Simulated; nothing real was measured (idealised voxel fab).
You're looking at the process module voxel plated lines.
For reference, the cross-section in this document is cut, with width 265 nm and square cells of 5 nm.
Cross-section layout: square cells on a grid; listed as bands, top to bottom; a band spans one or more cell rows. Band entry format. Leading values: height of top, height of bottom, nm. Remainder: materials in left-to-right order, each with its width in nm. Special words: "everywhere" on a single material, which then fills the band edge to edge; "empty", empty space. Height reference: 0 = level under which incoming wafer is all one material. Lowest band: no bottom, runs on downward, e.g. "0 nm and below". Width spec "30..40" -> top row of cells at first value, bottom row at second value, equal per-row change in between. "changes: none", as given for a step, is the statement that not any cell of the cross-section underwent a change during that step. In "Enclosed empty spaces" the enclosed voids are listed, meaning empty spaces of 8 cells or larger without any opening to the top. The form is width x height at distance, distance from the left edge, units nm. Whatever follows a step's settings on its line is a remark the simulator itself makes about that step. A step line may carry the setting "overlay nm", which, for steps involving a mask, states the distance by which the mask lay to the right of its intended position; negative values denote displacement to the left.
THESE ARE THE STEPS WE PLANNED FOR THE PROCESS
- 1: RECEIVE with material Si
- 2: CONFORMAL_DEP with material SiO2, thk nm 10
- 3: DIRECTIONAL_DEP with material TiN, thk nm 5
- 4: PATTERN with tone open, mask id LINES, material resist, width nm 30, pitch nm 50, thk nm 35, overlay nm 0
- 5: EPI with material Ru, thk nm 10
- 6: EPI with material Ru, thk nm 10
- 7: EPI with material Ru, thk nm 10
- 8: STRIP with etch materials resist
- 9: DIRECTIONAL_ETCH with etch materials TiN, depth nm 5
- 10: CONFORMAL_DEP with material SiCN, thk nm 5
THE FIRST WAFER OF TWO, PROCESSED AS PLANNED
RECEIVED-STATE CROSS-SECTION, REFLECTING COMPLETION OF STEP 1
	0 nm and below = Si everywhere
	Enclosed empty spaces: none
AFTER STEP 2: WAFER CROSS-SECTION
	10 nm to 0 nm = SiO2 everywhere
	Heights below 0 show no change.
AFTER STEP 3: WAFER CROSS-SECTION
	15 nm to 10 nm = TiN everywhere
	Heights below 10 show no change.
AFTER STEP 4: WAFER CROSS-SECTION
	50 nm to 15 nm = 40 of resist, 30 of empty, 20 of resist, 30 of empty, 20 of resist, 30 of empty, 20 of resist, 30 of empty, 45 of resist
	Heights below 15 show no change.
AFTER STEP 5: WAFER CROSS-SECTION
	50 nm to 25 nm = 40 of resist, 30 of empty, 20 of resist, 30 of empty, 20 of resist, 30 of empty, 20 of resist, 30 of empty, 45 of resist
	25 nm to 15 nm = 40 of resist, 30 of Ru, 20 of resist, 30 of Ru, 20 of resist, 30 of Ru, 20 of resist, 30 of Ru, 45 of resist
	Heights below 15 show no change.
AFTER STEP 6: WAFER CROSS-SECTION
	50 nm to 35 nm = 40 of resist, 30 of empty, 20 of resist, 30 of empty, 20 of resist, 30 of empty, 20 of resist, 30 of empty, 45 of resist
	35 nm to 15 nm = 40 of resist, 30 of Ru, 20 of resist, 30 of Ru, 20 of resist, 30 of Ru, 20 of resist, 30 of Ru, 45 of resist
	Heights below 15 show no change.
AFTER STEP 7: WAFER CROSS-SECTION
	50 nm to 45 nm = 40 of resist, 30 of empty, 20 of resist, 30 of empty, 20 of resist, 30 of empty, 20 of resist, 30 of empty, 45 of resist
	45 nm to 15 nm = 40 of resist, 30 of Ru, 20 of resist, 30 of Ru, 20 of resist, 30 of Ru, 20 of resist, 30 of Ru, 45 of resist
	Heights below 15 show no change.
AFTER STEP 8: WAFER CROSS-SECTION
	45 nm to 15 nm = 40 of empty, 30 of Ru, 20 of empty, 30 of Ru, 20 of empty, 30 of Ru, 20 of empty, 30 of Ru, 45 of empty
	Heights below 15 show no change.
AFTER STEP 9: WAFER CROSS-SECTION
	45 nm to 15 nm = 40 of empty, 30 of Ru, 20 of empty, 30 of Ru, 20 of empty, 30 of Ru, 20 of empty, 30 of Ru, 45 of empty
	15 nm to 10 nm = 40 of empty, 30 of TiN, 20 of empty, 30 of TiN, 20 of empty, 30 of TiN, 20 of empty, 30 of TiN, 45 of empty
	Heights below 10 show no change.
AFTER STEP 10: WAFER CROSS-SECTION
	50 nm to 45 nm = 35 of empty, 40 of SiCN, 10 of empty, 40 of SiCN, 10 of empty, 40 of SiCN, 10 of empty, 40 of SiCN, 40 of empty
	45 nm to 15 nm = 35 of empty, 5 of SiCN, 30 of Ru, 5 of SiCN, 10 of empty, 5 of SiCN, 30 of Ru, 5 of SiCN, 10 of empty, 5 of SiCN, 30 of Ru, 5 of SiCN, 10 of empty, 5 of SiCN, 30 of Ru, 5 of SiCN, 40 of empty
	15 nm to 10 nm = 40 of SiCN, 30 of TiN, 20 of SiCN, 30 of TiN, 20 of SiCN, 30 of TiN, 20 of SiCN, 30 of TiN, 45 of SiCN
	Heights below 10 show no change.
WAFER TWO OF TWO - SAME STARTING POINT, SAME PROCESS PLAN, ONE MISTAKE IN EXECUTION; MATCHES WAFER ONE UP TO AND INCLUDING STEP 3
SECOND WAFER, SECTION VIEW, TIME POINT: SCHEDULED END OF STEP 4
	50 nm to 15 nm = 35 of resist, 30 of empty, 20 of resist, 30 of empty, 20 of resist, 30 of empty, 20 of resist, 30 of empty, 50 of resist
	Heights below 15 show no change.
SECOND WAFER, SECTION VIEW, TIME POINT: SCHEDULED END OF STEP 5
	50 nm to 25 nm = 35 of resist, 30 of empty, 20 of resist, 30 of empty, 20 of resist, 30 of empty, 20 of resist, 30 of empty, 50 of resist
	25 nm to 15 nm = 35 of resist, 30 of Ru, 20 of resist, 30 of Ru, 20 of resist, 30 of Ru, 20 of resist, 30 of Ru, 50 of resist
	Heights below 15 show no change.
SECOND WAFER, SECTION VIEW, TIME POINT: SCHEDULED END OF STEP 6
	50 nm to 35 nm = 35 of resist, 30 of empty, 20 of resist, 30 of empty, 20 of resist, 30 of empty, 20 of resist, 30 of empty, 50 of resist
	35 nm to 15 nm = 35 of resist, 30 of Ru, 20 of resist, 30 of Ru, 20 of resist, 30 of Ru, 20 of resist, 30 of Ru, 50 of resist
	Heights below 15 show no change.
SECOND WAFER, SECTION VIEW, TIME POINT: SCHEDULED END OF STEP 7
	50 nm to 45 nm = 35 of resist, 30 of empty, 20 of resist, 30 of empty, 20 of resist, 30 of empty, 20 of resist, 30 of empty, 50 of resist
	45 nm to 15 nm = 35 of resist, 30 of Ru, 20 of resist, 30 of Ru, 20 of resist, 30 of Ru, 20 of resist, 30 of Ru, 50 of resist
	Heights below 15 show no change.
SECOND WAFER, SECTION VIEW, TIME POINT: SCHEDULED END OF STEP 8
	45 nm to 15 nm = 35 of empty, 30 of Ru, 20 of empty, 30 of Ru, 20 of empty, 30 of Ru, 20 of empty, 30 of Ru, 50 of empty
	Heights below 15 show no change.
SECOND WAFER, SECTION VIEW, TIME POINT: SCHEDULED END OF STEP 9
	45 nm to 15 nm = 35 of empty, 30 of Ru, 20 of empty, 30 of Ru, 20 of empty, 30 of Ru, 20 of empty, 30 of Ru, 50 of empty
	15 nm to 10 nm = 35 of empty, 30 of TiN, 20 of empty, 30 of TiN, 20 of empty, 30 of TiN, 20 of empty, 30 of TiN, 50 of empty
	Heights below 10 show no change.
SECOND WAFER, SECTION VIEW, TIME POINT: SCHEDULED END OF STEP 10
	50 nm to 45 nm = 30 of empty, 40 of SiCN, 10 of empty, 40 of SiCN, 10 of empty, 40 of SiCN, 10 of empty, 40 of SiCN, 45 of empty
	45 nm to 15 nm = 30 of empty, 5 of SiCN, 30 of Ru, 5 of SiCN, 10 of empty, 5 of SiCN, 30 of Ru, 5 of SiCN, 10 of empty, 5 of SiCN, 30 of Ru, 5 of SiCN, 10 of empty, 5 of SiCN, 30 of Ru, 5 of SiCN, 45 of empty
	15 nm to 10 nm = 35 of SiCN, 30 of TiN, 20 of SiCN, 30 of TiN, 20 of SiCN, 30 of TiN, 20 of SiCN, 30 of TiN, 50 of SiCN
	Heights below 10 show no change.
In executing the process, a mistake was made relative to the plan: note that step 4 departed from the planned setting and was carried out as PATTERN with tone open, mask id LINES, material resist, width nm 30, pitch nm 50, thk nm 35, overlay nm -5
By the end, you'd get the same cell count for each material on either wafer, but the second wafer puts them somewhere else.
